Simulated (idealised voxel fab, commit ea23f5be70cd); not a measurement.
process module | voxel wiring stack
We display cut, a cross-section 220 nm in width whose square cells are each 5 nm.
Just so we're on the same page, the cross-sections are grids of square cells, and they're listed out in bands top to bottom, each band one or more rows deep. Quick guide to a band line: top height, bottom height (nm) up front; then every material left to right with its width in nm. Only one material and it's marked "everywhere"? Then it fills the band edge to edge. And "air" just means empty space. Height datum 0, below which the as-received substrate wafer is one material. Lowest band open at the bottom, running downward: "0 and below". Width spec "30->40" -> top row of cells at first value, bottom row at second value, equal per-row change in between. Where the words "nothing was modified" appear for a step, the cross-section shows no cell changed by that step; every cell remained as before. "Enclosed cavity list" specifies each empty space that is not open to the top and that occupies no fewer than 8 cells, using the form width x height at distance, the distance measured from the left edge and all three quantities in nm. Formally, on a step line, whatever follows the settings is a remark that the simulator itself makes on the step. overlay nm, on a step with a mask: how far to the right of its planned place the mask lay; to the left if negative.

**List of planned process steps**
| 1 | RECEIVE,material Si |
| 2 | CONFORMAL_DEP,material SiO2,thk nm 10 |
| 3 | DIRECTIONAL_DEP,material TiN,thk nm 5 |
| 4 | DIRECTIONAL_DEP,material Ru,thk nm 20 |
| 5 | DIRECTIONAL_DEP,material aC,thk nm 10 |
| 6 | PATTERN,tone cover,mask id METAL_1,material resist,width nm 30,pitch nm 45,thk nm 30,overlay nm 0 |
| 7 | DIRECTIONAL_ETCH,etch materials aC,depth nm 10 |
| 8 | STRIP,etch materials resist |
| 9 | DIRECTIONAL_ETCH,etch materials Ru,depth nm 20 |
| 10 | DIRECTIONAL_ETCH,etch materials TiN,depth nm 5 |
| 11 | STRIP,etch materials aC |
| 12 | CONFORMAL_DEP,material SiCN,thk nm 5 |
| 13 | FILL_DEP,material SiO2,thk nm 5 |
| 14 | CMP,height nm 35 |
| 15 | CONFORMAL_DEP,material SiCN,thk nm 5 |
| 16 | DIRECTIONAL_DEP,material lowk,thk nm 30 |
| 17 | DIRECTIONAL_DEP,material aC,thk nm 10 |
| 18 | PATTERN,tone open,mask id METAL_2_HOLES,material resist,width nm 15,thk nm 25,overlay nm 0 |
| 19 | DIRECTIONAL_ETCH,etch materials aC,depth nm 10 |
| 20 | STRIP,etch materials resist |
| 21 | DIRECTIONAL_ETCH,etch materials lowk,depth nm 30 |
| 22 | STRIP,etch materials aC |
| 23 | MASKED_ETCH,tone open,mask id METAL_2,width nm 30,pitch nm 45,etch materials lowk,depth nm 15,overlay nm 0 |
| 24 | MASKED_ETCH,tone open,mask id METAL_2,width nm 30,pitch nm 45,etch materials SiCN,depth nm 5,overlay nm 0 |
| 25 | CONFORMAL_DEP,material TiN,thk nm 5 |
| 26 | FILL_DEP,material Ru,thk nm 10 |
| 27 | CMP,height nm 70 |
| 28 | CONFORMAL_DEP,material SiCN,thk nm 5 |
| 29 | DIRECTIONAL_DEP,material lowk,thk nm 10 |
| 30 | PATTERN,tone open,mask id PLUG_2,material resist,width nm 15,thk nm 20,overlay nm 0 |
| 31 | DIRECTIONAL_ETCH,etch materials lowk,depth nm 10 |
| 32 | DIRECTIONAL_ETCH,etch materials SiCN,depth nm 5 |
| 33 | STRIP,etch materials resist |
| 34 | CONFORMAL_DEP,material TiN,thk nm 5 |
| 35 | FILL_DEP,material W,thk nm 5 |
| 36 | CMP,height nm 85 |
| 37 | CONFORMAL_DEP,material SiCN,thk nm 5 |
| 38 | DIRECTIONAL_DEP,material SiO2,thk nm 15 |
| 39 | PATTERN,tone open,mask id METAL_3,material resist,width nm 30,pitch nm 45,thk nm 15,overlay nm 0 |
| 40 | DIRECTIONAL_ETCH,etch materials SiO2,depth nm 15 |
| 41 | DIRECTIONAL_ETCH,etch materials SiCN,depth nm 5 |
| 42 | STRIP,etch materials resist |
| 43 | CONFORMAL_DEP,material TiN,thk nm 5 |
| 44 | FILL_DEP,material Ru,thk nm 5 |
| 45 | CMP,height nm 105 |
| 46 | EPI,material Ru,thk nm 5 |
| 47 | FILL_DEP,material SiCN,thk nm 5 |

**As received (post step 1): cross-section**
> 0 and below | Si everywhere
> Enclosed cavity list: none

**Cross-sectional image of the first of two wafers at the end of the module, the run having proceeded as planned**
> 115 down to 110 | SiCN everywhere
> 110 down to 105 | 65 SiCN; 40 Ru; 5 SiCN; 40 Ru; 70 SiCN
> 105 down to 90 | 70 SiO2; 5 TiN; 20 Ru; 5 TiN; 15 SiO2; 5 TiN; 20 Ru; 5 TiN; 75 SiO2
> 90 down to 85 | 70 SiCN; 30 TiN; 15 SiCN; 30 TiN; 75 SiCN
> 85 down to 75 | 70 lowk; 5 TiN; 5 W; 5 TiN; 135 lowk
> 75 down to 70 | 70 SiCN; 15 TiN; 135 SiCN
> 70 down to 60 | 70 lowk; 5 TiN; 20 Ru; 5 TiN; 15 lowk; 5 TiN; 20 Ru; 5 TiN; 75 lowk
> 60 down to 55 | 70 lowk; 5 TiN; 5 Ru; 20 TiN; 15 lowk; 30 TiN; 75 lowk
> 55 down to 40 | 70 lowk; 5 TiN; 5 Ru; 5 TiN; 135 lowk
> 40 down to 35 | 70 SiCN; 15 TiN; 135 SiCN
> 35 down to 15 | 65 SiO2; 5 SiCN; 30 Ru; 5 SiCN; 5 SiO2; 5 SiCN; 30 Ru; 5 SiCN; 70 SiO2
> 15 down to 10 | 70 SiCN; 30 TiN; 15 SiCN; 30 TiN; 75 SiCN
> 10 down to 0 | SiO2 everywhere
> 0 and below | Si everywhere
> Enclosed cavity list: none

**second wafer at the end: like start, like plan, one mistake**
> 115 down to 110 | SiCN everywhere
> 110 down to 105 | 65 SiCN; 40 Ru; 5 SiCN; 40 Ru; 70 SiCN
> 105 down to 90 | 70 SiO2; 5 TiN; 20 Ru; 5 TiN; 15 SiO2; 5 TiN; 20 Ru; 5 TiN; 75 SiO2
> 90 down to 85 | 70 SiCN; 30 TiN; 15 SiCN; 30 TiN; 75 SiCN
> 85 down to 75 | 70 lowk; 5 TiN; 5 W; 5 TiN; 135 lowk
> 75 down to 70 | 70 SiCN; 15 TiN; 135 SiCN
> 70 down to 60 | 70 lowk; 5 TiN; 20 Ru; 5 TiN; 15 lowk; 5 TiN; 20 Ru; 5 TiN; 75 lowk
> 60 down to 55 | 70 lowk; 5 TiN; 5 Ru; 20 TiN; 15 lowk; 30 TiN; 75 lowk
> 55 down to 40 | 70 lowk; 5 TiN; 5 Ru; 5 TiN; 135 lowk
> 40 down to 35 | 70 SiCN; 15 TiN; 135 SiCN
> 35 down to 30 | 65 SiO2; 40 SiCN; 5 SiO2; 40 SiCN; 70 SiO2
> 30 down to 15 | 65 SiO2; 5 SiCN; 30 Ru; 5 SiCN; 5 SiO2; 5 SiCN; 30 Ru; 5 SiCN; 70 SiO2
> 15 down to 10 | 70 SiCN; 30 Ru; 15 SiCN; 30 Ru; 75 SiCN
> 10 down to 0 | SiO2 everywhere
> 0 and below | Si everywhere
> Enclosed cavity list: none
What was the processing mistake? step 3 was dropped from the plan's execution and never run
Once processing is complete, comparing cell counts shows that the second wafer has more or fewer of certain materials than the first: +12 SiCN | -12 TiN
